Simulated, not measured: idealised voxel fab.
process module | voxel air gaps
cross-section cut | 205 nm wide | cells 5 nm
A cross-section is a grid of square cells, given in bands from the top down. A band is one or more rows of cells.
Each band's line starts with the height of the band's top and of its bottom, in nm. Then come its materials from left to right, each with its width in nm. One material with "throughout" fills the band from edge to edge. "air" is empty space.
Height 0 is the level under which the wafer as received is all one material. The lowest band goes on downwards, as in "0 down".
A width such as "30 to 40" changes by the same amount from each row of cells to the next, from the band's top row to its bottom row.
"no change" after a step means that no cell of the cross-section changed.
closed voids: empty space of 8 cells or more with no open way to the top, each as width x height at its distance from the left edge, in nm
after a step's settings: what the simulator itself notes on the step
overlay nm, on a step with a mask: how far to the right of its planned place the mask lay; to the left if negative
plan
1 op RECEIVE | material Si
2 op CONFORMAL_DEP | material SiO2 | thk nm 10
3 op CONFORMAL_DEP | material SiN | thk nm 5
4 op DIRECTIONAL_DEP | material lowk | thk nm 35
5 op PATTERN | tone open | mask id LINES | material resist | width nm 20 | pitch nm 50 | thk nm 20 | overlay nm 0
6 op DIRECTIONAL_ETCH | etch materials lowk | depth nm 35
7 op STRIP | etch materials resist
8 op CONFORMAL_DEP | material TiN | thk nm 5
9 op FILL_DEP | material Cu | thk nm 10
10 op CMP | height nm 50
11 op EPI | material Ru | thk nm 10
12 op SELECTIVE_ETCH | etch materials lowk | depth nm 45
13 op CONFORMAL_DEP | material SiCN | thk nm 5
as received, after step 1
  0 down: Si throughout
  closed voids: none
first wafer at the end, as planned
  65 to 60: air 25 | SiCN 150 | air 30
  60 to 50: air 25 | SiCN 5 | Ru 40 | SiCN 10 | Ru 40 | SiCN 10 | Ru 40 | SiCN 5 | air 30
  50 to 45: air 25 | SiCN 15 | TiN 5 | Cu 10 | TiN 5 | SiCN 30 | TiN 5 | Cu 10 | TiN 5 | SiCN 30 | TiN 5 | Cu 10 | TiN 5 | SiCN 15 | air 30
  45 to 20: air 35 | SiCN 5 | TiN 5 | Cu 10 | TiN 5 | SiCN 5 | air 20 | SiCN 5 | TiN 5 | Cu 10 | TiN 5 | SiCN 5 | air 20 | SiCN 5 | TiN 5 | Cu 10 | TiN 5 | SiCN 5 | air 40
  20 to 15: SiCN 40 | TiN 20 | SiCN 30 | TiN 20 | SiCN 30 | TiN 20 | SiCN 45
  15 to 10: SiN throughout
  10 to 0: SiO2 throughout
  0 down: Si throughout
  closed voids: 20 x 25 at 65; 20 x 25 at 115
second wafer at the end: like start, like plan, one mistake
  65 to 60: SiCN throughout
  60 to 50: Ru throughout
  50 to 45: Cu throughout
  45 to 40: TiN 45 | Cu 10 | TiN 40 | Cu 10 | TiN 40 | Cu 10 | TiN 50
  40 to 10: lowk 40 | TiN 5 | Cu 10 | TiN 5 | lowk 30 | TiN 5 | Cu 10 | TiN 5 | lowk 30 | TiN 5 | Cu 10 | TiN 5 | lowk 45
  10 to 5: lowk 40 | TiN 20 | lowk 30 | TiN 20 | lowk 30 | TiN 20 | lowk 45
  5 to 0: SiN throughout
  0 down: Si throughout
  closed voids: none
what went wrong: step 2 was left out
at the end the second wafer has, in cells: 47 more of Cu | 34 more of Ru | 78 fewer of SiCN | 82 fewer of SiO2 | 35 more of TiN | 203 more of lowk
closed voids at the end (first wafer, second wafer): 2, 0
